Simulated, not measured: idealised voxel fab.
The following process module bears the name voxel wiring stack.
170 nm wide, 5 nm square cells: that's cross-section cut.
In what follows, cross-sections appear as grids of square cells, described through bands that run from the top down, where every band is one or more rows of cells.
The entry gives the band's vertical extent as a top height and a bottom height in nm, then its horizontal make-up as materials from left to right, each with a width in nm. "blank" stands for empty space; a single material marked "edge to edge" fills the band edge to edge.
Heights are expressed relative to 0, this being the level below which the as-received wafer comprises one material exclusively. The lowest band is unbounded in the downward direction and is denoted as in "0 and below".
The expression "30..40" gives the width at the extremes of the band, the first number at its top row of cells and the second at its bottom row, with the width changing by equal amounts from each row to the next in between.
Where a step carries "changes: none", the cross-section came out of it unchanged, cell for cell.
"Completely sealed voids": sealed empty spaces, 8 cells or more, no open way to top, listed width x height at distance, with distance from the left edge and width, height and distance in nm.
Heads up: the bit after the settings on a step's line is the simulator's remark on that step.
The optional step-line setting "overlay nm" applies to steps with a mask and quantifies how far to the right of its planned location the mask lay, a negative value indicating leftward placement.
THE PLANNED PROCESS STEPS ARE ENUMERATED HEREUNDER
1 RECEIVE (material Si)
2 CONFORMAL_DEP (material SiO2; thk nm 10)
3 DIRECTIONAL_DEP (material TiN; thk nm 5)
4 DIRECTIONAL_DEP (material Ru; thk nm 25)
5 PATTERN (tone cover; mask id METAL_1; material resist; width nm 20; pitch nm 45; thk nm 20; overlay nm 0)
6 DIRECTIONAL_ETCH (etch materials Ru; depth nm 25)
7 DIRECTIONAL_ETCH (etch materials TiN; depth nm 5)
8 STRIP (etch materials resist)
9 CONFORMAL_DEP (material SiN; thk nm 5)
10 FILL_DEP (material lowk; thk nm 10)
11 CMP (height nm 40)
12 CONFORMAL_DEP (material SiCN; thk nm 5)
13 DIRECTIONAL_DEP (material SiO2; thk nm 10)
14 DIRECTIONAL_DEP (material aC; thk nm 10)
15 PATTERN (tone open; mask id PLUG_1; material resist; width nm 15; pitch nm 45; thk nm 30; overlay nm 0)
16 DIRECTIONAL_ETCH (etch materials aC; depth nm 10)
17 STRIP (etch materials resist)
18 DIRECTIONAL_ETCH (etch materials SiO2; depth nm 10)
19 DIRECTIONAL_ETCH (etch materials SiCN; depth nm 5)
20 STRIP (etch materials aC)
21 CONFORMAL_DEP (material TiN; thk nm 5)
22 FILL_DEP (material Cu; thk nm 5)
23 CMP (height nm 55)
24 DIRECTIONAL_DEP (material TiN; thk nm 5)
25 DIRECTIONAL_DEP (material Ru; thk nm 20)
26 PATTERN (tone cover; mask id METAL_2; material resist; width nm 20; pitch nm 45; thk nm 15; overlay nm 0)
27 DIRECTIONAL_ETCH (etch materials Ru; depth nm 20)
28 DIRECTIONAL_ETCH (etch materials TiN; depth nm 5)
29 STRIP (etch materials resist)
30 FILL_DEP (material lowk; thk nm 5)
31 CMP (height nm 80)
32 CONFORMAL_DEP (material SiCN; thk nm 5)
FIRST WAFER, TWO IN TOTAL, RUN AS PLANNED
CROSS-SECTIONAL VIEW OF THE WAFER IN ITS AS-RECEIVED CONDITION, CORRESPONDING TO THE STATE AFTER STEP 1
> 0 and below: Si edge to edge
> Completely sealed voids: none
TAKE A LOOK AT THE WAFER'S CROSS-SECTION AFTER STEP 2
> 10 down to 0: SiO2 edge to edge
> Below 0, no change.
TAKE A LOOK AT THE WAFER'S CROSS-SECTION AFTER STEP 3
> 15 down to 10: TiN edge to edge
> Below 10, no change.
TAKE A LOOK AT THE WAFER'S CROSS-SECTION AFTER STEP 4
> 40 down to 15: Ru edge to edge
> Below 15, no change.
TAKE A LOOK AT THE WAFER'S CROSS-SECTION AFTER STEP 5
> 60 down to 40: blank (50), resist (20), blank (25), resist (20), blank (55)
> Below 40, no change.
TAKE A LOOK AT THE WAFER'S CROSS-SECTION AFTER STEP 6
> 60 down to 40: blank (50), resist (20), blank (25), resist (20), blank (55)
> 40 down to 15: blank (50), Ru (20), blank (25), Ru (20), blank (55)
> Below 15, no change.
TAKE A LOOK AT THE WAFER'S CROSS-SECTION AFTER STEP 7
> 60 down to 40: blank (50), resist (20), blank (25), resist (20), blank (55)
> 40 down to 15: blank (50), Ru (20), blank (25), Ru (20), blank (55)
> 15 down to 10: blank (50), TiN (20), blank (25), TiN (20), blank (55)
> Below 10, no change.
TAKE A LOOK AT THE WAFER'S CROSS-SECTION AFTER STEP 8
> 40 down to 15: blank (50), Ru (20), blank (25), Ru (20), blank (55)
> Below 15, no change.
TAKE A LOOK AT THE WAFER'S CROSS-SECTION AFTER STEP 9
> 45 down to 40: blank (45), SiN (30), blank (15), SiN (30), blank (50)
> 40 down to 15: blank (45), SiN (5), Ru (20), SiN (5), blank (15), SiN (5), Ru (20), SiN (5), blank (50)
> 15 down to 10: SiN (50), TiN (20), SiN (25), TiN (20), SiN (55)
> Below 10, no change.
TAKE A LOOK AT THE WAFER'S CROSS-SECTION AFTER STEP 10
> 55 down to 45: lowk edge to edge
> 45 down to 40: lowk (45), SiN (30), lowk (15), SiN (30), lowk (50)
> 40 down to 15: lowk (45), SiN (5), Ru (20), SiN (5), lowk (15), SiN (5), Ru (20), SiN (5), lowk (50)
> Below 15, no change.
TAKE A LOOK AT THE WAFER'S CROSS-SECTION AFTER STEP 11
> 40 down to 15: lowk (45), SiN (5), Ru (20), SiN (5), lowk (15), SiN (5), Ru (20), SiN (5), lowk (50)
> Below 15, no change.
TAKE A LOOK AT THE WAFER'S CROSS-SECTION AFTER STEP 12
> 45 down to 40: SiCN edge to edge
> Below 40, no change.
TAKE A LOOK AT THE WAFER'S CROSS-SECTION AFTER STEP 13
> 55 down to 45: SiO2 edge to edge
> Below 45, no change.
TAKE A LOOK AT THE WAFER'S CROSS-SECTION AFTER STEP 14
> 65 down to 55: aC edge to edge
> Below 55, no change.
TAKE A LOOK AT THE WAFER'S CROSS-SECTION AFTER STEP 15
> 95 down to 65: resist (50), blank (15), resist (30), blank (15), resist (60)
> Below 65, no change.
TAKE A LOOK AT THE WAFER'S CROSS-SECTION AFTER STEP 16
> 85 down to 65: resist (50), blank (15), resist (30), blank (15), resist (60)
> 65 down to 55: aC (50), blank (15), aC (30), blank (15), aC (60)
> Below 55, no change.
TAKE A LOOK AT THE WAFER'S CROSS-SECTION AFTER STEP 17
> 65 down to 55: aC (50), blank (15), aC (30), blank (15), aC (60)
> Below 55, no change.
TAKE A LOOK AT THE WAFER'S CROSS-SECTION AFTER STEP 18
> 65 down to 55: aC (50), blank (15), aC (30), blank (15), aC (60)
> 55 down to 45: SiO2 (50), blank (15), SiO2 (30), blank (15), SiO2 (60)
> Below 45, no change.
TAKE A LOOK AT THE WAFER'S CROSS-SECTION AFTER STEP 19
> 65 down to 55: aC (50), blank (15), aC (30), blank (15), aC (60)
> 55 down to 45: SiO2 (50), blank (15), SiO2 (30), blank (15), SiO2 (60)
> 45 down to 40: SiCN (50), blank (15), SiCN (30), blank (15), SiCN (60)
> Below 40, no change.
TAKE A LOOK AT THE WAFER'S CROSS-SECTION AFTER STEP 20
> 55 down to 45: SiO2 (50), blank (15), SiO2 (30), blank (15), SiO2 (60)
> Below 45, no change.
TAKE A LOOK AT THE WAFER'S CROSS-SECTION AFTER STEP 21
> 60 down to 55: TiN (55), blank (5), TiN (40), blank (5), TiN (65)
> 55 down to 45: SiO2 (50), TiN (5), blank (5), TiN (5), SiO2 (30), TiN (5), blank (5), TiN (5), SiO2 (60)
> 45 down to 40: SiCN (50), TiN (15), SiCN (30), TiN (15), SiCN (60)
> Below 40, no change.
TAKE A LOOK AT THE WAFER'S CROSS-SECTION AFTER STEP 22
> 65 down to 60: Cu edge to edge
> 60 down to 55: TiN (55), Cu (5), TiN (40), Cu (5), TiN (65)
> 55 down to 45: SiO2 (50), TiN (5), Cu (5), TiN (5), SiO2 (30), TiN (5), Cu (5), TiN (5), SiO2 (60)
> Below 45, no change.
TAKE A LOOK AT THE WAFER'S CROSS-SECTION AFTER STEP 23
> 55 down to 45: SiO2 (50), TiN (5), Cu (5), TiN (5), SiO2 (30), TiN (5), Cu (5), TiN (5), SiO2 (60)
> Below 45, no change.
TAKE A LOOK AT THE WAFER'S CROSS-SECTION AFTER STEP 24
> 60 down to 55: TiN edge to edge
> Below 55, no change.
TAKE A LOOK AT THE WAFER'S CROSS-SECTION AFTER STEP 25
> 80 down to 60: Ru edge to edge
> Below 60, no change.
TAKE A LOOK AT THE WAFER'S CROSS-SECTION AFTER STEP 26
> 95 down to 80: blank (50), resist (20), blank (25), resist (20), blank (55)
> Below 80, no change.
TAKE A LOOK AT THE WAFER'S CROSS-SECTION AFTER STEP 27
> 95 down to 80: blank (50), resist (20), blank (25), resist (20), blank (55)
> 80 down to 60: blank (50), Ru (20), blank (25), Ru (20), blank (55)
> Below 60, no change.
TAKE A LOOK AT THE WAFER'S CROSS-SECTION AFTER STEP 28
> 95 down to 80: blank (50), resist (20), blank (25), resist (20), blank (55)
> 80 down to 60: blank (50), Ru (20), blank (25), Ru (20), blank (55)
> 60 down to 55: blank (50), TiN (20), blank (25), TiN (20), blank (55)
> Below 55, no change.
TAKE A LOOK AT THE WAFER'S CROSS-SECTION AFTER STEP 29
> 80 down to 60: blank (50), Ru (20), blank (25), Ru (20), blank (55)
> Below 60, no change.
TAKE A LOOK AT THE WAFER'S CROSS-SECTION AFTER STEP 30
> 85 down to 80: lowk edge to edge
> 80 down to 60: lowk (50), Ru (20), lowk (25), Ru (20), lowk (55)
> 60 down to 55: lowk (50), TiN (20), lowk (25), TiN (20), lowk (55)
> Below 55, no change.
TAKE A LOOK AT THE WAFER'S CROSS-SECTION AFTER STEP 31
> 80 down to 60: lowk (50), Ru (20), lowk (25), Ru (20), lowk (55)
> Below 60, no change.
TAKE A LOOK AT THE WAFER'S CROSS-SECTION AFTER STEP 32
> 85 down to 80: SiCN edge to edge
> Below 80, no change.
FOR THE SECOND WAFER, TAKE THE FIRST WAFER'S START AND PLAN, THEN ADD ONE MISTAKE MADE IN RUNNING IT; EVERYTHING THROUGH STEP 11, THAT STEP INCLUDED, IS SHARED WITH THE FIRST
LOOK AT THE SECOND WAFER IN CROSS-SECTION AT THE TIME STEP 12 OUGHT TO HAVE FINISHED
> 45 down to 40: SiO2 edge to edge
> Below 40, no change.
LOOK AT THE SECOND WAFER IN CROSS-SECTION AT THE TIME STEP 13 OUGHT TO HAVE FINISHED
> 55 down to 40: SiO2 edge to edge
> Below 40, no change.
LOOK AT THE SECOND WAFER IN CROSS-SECTION AT THE TIME STEP 14 OUGHT TO HAVE FINISHED
> 65 down to 55: aC edge to edge
> Below 55, no change.
LOOK AT THE SECOND WAFER IN CROSS-SECTION AT THE TIME STEP 15 OUGHT TO HAVE FINISHED
> 95 down to 65: resist (50), blank (15), resist (30), blank (15), resist (60)
> Below 65, no change.
LOOK AT THE SECOND WAFER IN CROSS-SECTION AT THE TIME STEP 16 OUGHT TO HAVE FINISHED
> 85 down to 65: resist (50), blank (15), resist (30), blank (15), resist (60)
> 65 down to 55: aC (50), blank (15), aC (30), blank (15), aC (60)
> Below 55, no change.
LOOK AT THE SECOND WAFER IN CROSS-SECTION AT THE TIME STEP 17 OUGHT TO HAVE FINISHED
> 65 down to 55: aC (50), blank (15), aC (30), blank (15), aC (60)
> Below 55, no change.
LOOK AT THE SECOND WAFER IN CROSS-SECTION AT THE TIME STEP 18 OUGHT TO HAVE FINISHED
> 65 down to 55: aC (50), blank (15), aC (30), blank (15), aC (60)
> 55 down to 45: SiO2 (50), blank (15), SiO2 (30), blank (15), SiO2 (60)
> Below 45, no change.
Look at the second wafer in cross-section at the time step 19 ought to have finished: changes: none
LOOK AT THE SECOND WAFER IN CROSS-SECTION AT THE TIME STEP 20 OUGHT TO HAVE FINISHED
> 55 down to 45: SiO2 (50), blank (15), SiO2 (30), blank (15), SiO2 (60)
> Below 45, no change.
LOOK AT THE SECOND WAFER IN CROSS-SECTION AT THE TIME STEP 21 OUGHT TO HAVE FINISHED
> 60 down to 55: TiN (55), blank (5), TiN (40), blank (5), TiN (65)
> 55 down to 50: SiO2 (50), TiN (5), blank (5), TiN (5), SiO2 (30), TiN (5), blank (5), TiN (5), SiO2 (60)
> 50 down to 45: SiO2 (50), TiN (15), SiO2 (30), TiN (15), SiO2 (60)
> Below 45, no change.
LOOK AT THE SECOND WAFER IN CROSS-SECTION AT THE TIME STEP 22 OUGHT TO HAVE FINISHED
> 65 down to 60: Cu edge to edge
> 60 down to 55: TiN (55), Cu (5), TiN (40), Cu (5), TiN (65)
> 55 down to 50: SiO2 (50), TiN (5), Cu (5), TiN (5), SiO2 (30), TiN (5), Cu (5), TiN (5), SiO2 (60)
> Below 50, no change.
LOOK AT THE SECOND WAFER IN CROSS-SECTION AT THE TIME STEP 23 OUGHT TO HAVE FINISHED
> 55 down to 50: SiO2 (50), TiN (5), Cu (5), TiN (5), SiO2 (30), TiN (5), Cu (5), TiN (5), SiO2 (60)
> Below 50, no change.
LOOK AT THE SECOND WAFER IN CROSS-SECTION AT THE TIME STEP 24 OUGHT TO HAVE FINISHED
> 60 down to 55: TiN edge to edge
> Below 55, no change.
LOOK AT THE SECOND WAFER IN CROSS-SECTION AT THE TIME STEP 25 OUGHT TO HAVE FINISHED
> 80 down to 60: Ru edge to edge
> Below 60, no change.
LOOK AT THE SECOND WAFER IN CROSS-SECTION AT THE TIME STEP 26 OUGHT TO HAVE FINISHED
> 95 down to 80: blank (50), resist (20), blank (25), resist (20), blank (55)
> Below 80, no change.
LOOK AT THE SECOND WAFER IN CROSS-SECTION AT THE TIME STEP 27 OUGHT TO HAVE FINISHED
> 95 down to 80: blank (50), resist (20), blank (25), resist (20), blank (55)
> 80 down to 60: blank (50), Ru (20), blank (25), Ru (20), blank (55)
> Below 60, no change.
LOOK AT THE SECOND WAFER IN CROSS-SECTION AT THE TIME STEP 28 OUGHT TO HAVE FINISHED
> 95 down to 80: blank (50), resist (20), blank (25), resist (20), blank (55)
> 80 down to 60: blank (50), Ru (20), blank (25), Ru (20), blank (55)
> 60 down to 55: blank (50), TiN (20), blank (25), TiN (20), blank (55)
> Below 55, no change.
LOOK AT THE SECOND WAFER IN CROSS-SECTION AT THE TIME STEP 29 OUGHT TO HAVE FINISHED
> 80 down to 60: blank (50), Ru (20), blank (25), Ru (20), blank (55)
> Below 60, no change.
LOOK AT THE SECOND WAFER IN CROSS-SECTION AT THE TIME STEP 30 OUGHT TO HAVE FINISHED
> 85 down to 80: lowk edge to edge
> 80 down to 60: lowk (50), Ru (20), lowk (25), Ru (20), lowk (55)
> 60 down to 55: lowk (50), TiN (20), lowk (25), TiN (20), lowk (55)
> Below 55, no change.
LOOK AT THE SECOND WAFER IN CROSS-SECTION AT THE TIME STEP 31 OUGHT TO HAVE FINISHED
> 80 down to 60: lowk (50), Ru (20), lowk (25), Ru (20), lowk (55)
> Below 60, no change.
LOOK AT THE SECOND WAFER IN CROSS-SECTION AT THE TIME STEP 32 OUGHT TO HAVE FINISHED
> 85 down to 80: SiCN edge to edge
> Below 80, no change.
In executing the process, a mistake was made relative to the plan: step 12 ran with different settings than intended, the actual operation and settings being CONFORMAL_DEP (material SiO2; thk nm 5)
The closing comparison, in cells, has the second wafer with more or fewer of some materials than the first: Cu -2; SiCN -28; SiO2 +34; TiN -4
